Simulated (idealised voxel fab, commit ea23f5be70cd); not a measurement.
Proc. module: voxel transistor to metal
This is section cut - it's 185 nm across, gridded in 5 nm square cells.
Each cross-section below is a grid of square cells, stated as bands in top-down order, with one or more rows of cells making up each band.
Each band's line starts with the height of the band's top and of its bottom, in nm. Then come its materials from left to right, each with its width in nm. One material with "throughout" fills the band from edge to edge. "blank" is empty space.
Height datum 0, below which the as-received substrate wafer is one material. Lowest band open at the bottom, running downward: "0 -> down".
You'd read "30 to 40" like this: the band's top row of cells is as wide as the first number, its bottom row is as wide as the second, and going down, every row changes width by the same amount as the row before did.
"remained unchanged", as given for a step, is the statement that not any cell of the cross-section underwent a change during that step.
The entry "Closed-off voids" lists the empty spaces that cover at least 8 cells and have no open path to the top. Each is written as width x height at distance, where the distance is measured from the left edge and all three values are in nm.
What comes after the settings on a step's line is commentary from the simulator itself on that step.
If you see "overlay nm" on a step's line and that step has a mask, it's telling you how far right of where it was planned the mask ended up; a negative number means it went left instead.

Listed below are the process steps as planned:
1,RECEIVE | material Si
2,OXIDIZE | depth nm 5
3,CONFORMAL_DEP | material SiN | thk nm 15
4,PATTERN | tone cover | mask id ACTIVE | material resist | width nm 115 | thk nm 15 | overlay nm 0
5,DIRECTIONAL_ETCH | etch materials SiN | depth nm 15
6,DIRECTIONAL_ETCH | etch materials SiO2 | depth nm 5
7,DIRECTIONAL_ETCH | etch materials Si | depth nm 30
8,STRIP | etch materials resist
9,OXIDIZE | depth nm 5
10,FILL_DEP | material SiO2 | thk nm 10
11,CMP | height nm 15
12,SELECTIVE_ETCH | etch materials SiO2 | depth nm 10
13,STRIP | etch materials SiN
14,SELECTIVE_ETCH | etch materials SiO2 | depth nm 5
15,OXIDIZE | depth nm 5
16,DIRECTIONAL_DEP | material polySi | thk nm 30
17,DIRECTIONAL_DEP | material SiCN | thk nm 15
18,PATTERN | tone cover | mask id GATE | material resist | width nm 35 | thk nm 20 | overlay nm 0
19,DIRECTIONAL_ETCH | etch materials SiCN | depth nm 25
20,DIRECTIONAL_ETCH | etch materials polySi | depth nm 40
21,STRIP | etch materials resist
22,CONFORMAL_DEP | material SiN | thk nm 5
23,DIRECTIONAL_ETCH | etch materials SiN | depth nm 5
24,DIRECTIONAL_ETCH | etch materials SiO2 | depth nm 5
25,DIRECTIONAL_ETCH | etch materials Si | depth nm 10
26,EPI | material pSi | thk nm 15
27,FILL_DEP | material SiO2 | thk nm 5
28,CMP | height nm 25
29,STRIP | etch materials polySi
30,SELECTIVE_ETCH | etch materials SiO2 | depth nm 5
31,CONFORMAL_DEP | material HfO2 | thk nm 5
32,CONFORMAL_DEP | material TiN | thk nm 5
33,FILL_DEP | material W | thk nm 10
34,CMP | height nm 20
35,DIRECTIONAL_DEP | material SiO2 | thk nm 10
36,PATTERN | tone open | mask id CONTACT | material resist | width nm 15 | pitch nm 90 | thk nm 15 | overlay nm 0
37,DIRECTIONAL_ETCH | etch materials SiO2 | depth nm 35
38,STRIP | etch materials resist
39,CONFORMAL_DEP | material TiN | thk nm 5
40,FILL_DEP | material W | thk nm 10
41,CMP | height nm 30
42,CONFORMAL_DEP | material SiCN | thk nm 5
43,DIRECTIONAL_DEP | material lowk | thk nm 25
44,PATTERN | tone open | mask id METAL_1 | material resist | width nm 15 | pitch nm 90 | thk nm 15 | overlay nm 0
45,DIRECTIONAL_ETCH | etch materials lowk | depth nm 25
46,DIRECTIONAL_ETCH | etch materials SiCN | depth nm 5
47,STRIP | etch materials resist
48,CONFORMAL_DEP | material TiN | thk nm 5
49,FILL_DEP | material Cu | thk nm 10
50,CMP | height nm 60
51,EPI | material Ru | thk nm 5
52,FILL_DEP | material SiCN | thk nm 5
53,DIRECTIONAL_DEP | material lowk | thk nm 30
54,MASKED_ETCH | tone open | mask id METAL_2 | width nm 15 | pitch nm 90 | etch materials lowk | depth nm 20 | overlay nm 0
55,PATTERN | tone open | mask id METAL_2_HOLES | material resist | width nm 15 | pitch nm 90 | thk nm 20 | overlay nm 0
56,DIRECTIONAL_ETCH | etch materials lowk | depth nm 10
57,DIRECTIONAL_ETCH | etch materials SiCN | depth nm 5
58,STRIP | etch materials resist
59,CONFORMAL_DEP | material TiN | thk nm 5
60,FILL_DEP | material Cu | thk nm 5
61,CMP | height nm 100
62,CONFORMAL_DEP | material SiCN | thk nm 5

Delivered wafer in cross-section: state after step 1:
  0 -> down = Si throughout
  Closed-off voids: none

Post-module cross-section: identical start and plan to those above, one misstep in execution:
  105 -> 100 = SiCN throughout
  100 -> 70 = lowk 40, then TiN 5, then Cu 5, then TiN 5, then lowk 75, then TiN 5, then Cu 5, then TiN 5, then lowk 40
  70 -> 65 = SiCN 40, then TiN 15, then SiCN 75, then TiN 15, then SiCN 40
  65 -> 60 = SiCN 35, then Ru 25, then SiCN 65, then Ru 25, then SiCN 35
  60 -> 35 = lowk 40, then TiN 5, then Cu 5, then TiN 5, then lowk 75, then TiN 5, then Cu 5, then TiN 5, then lowk 40
  35 -> 30 = SiCN 40, then TiN 15, then SiCN 75, then TiN 15, then SiCN 40
  30 -> 20 = SiO2 40, then TiN 5, then W 5, then TiN 5, then SiO2 75, then TiN 5, then W 5, then TiN 5, then SiO2 40
  20 -> 0 = SiO2 40, then TiN 5, then W 5, then TiN 5, then SiO2 15, then SiN 5, then HfO2 5, then TiN 5, then W 15, then TiN 5, then HfO2 5, then SiN 5, then SiO2 15, then TiN 5, then W 5, then TiN 5, then SiO2 40
  0 -> -5 = SiO2 30, then SiN 5, then SiO2 5, then TiN 15, then SiO2 15, then SiN 5, then HfO2 5, then TiN 25, then HfO2 5, then SiN 5, then SiO2 15, then TiN 15, then SiO2 5, then SiN 5, then SiO2 30
  -5 -> -10 = SiO2 35, then pSi 35, then HfO2 45, then pSi 35, then SiO2 35
  -10 -> -40 = SiO2 40, then Si 105, then SiO2 40
  -40 -> down = Si throughout
  Closed-off voids: none
Plan not followed: note: step 25 <-> step 26, run order reversed vs plan
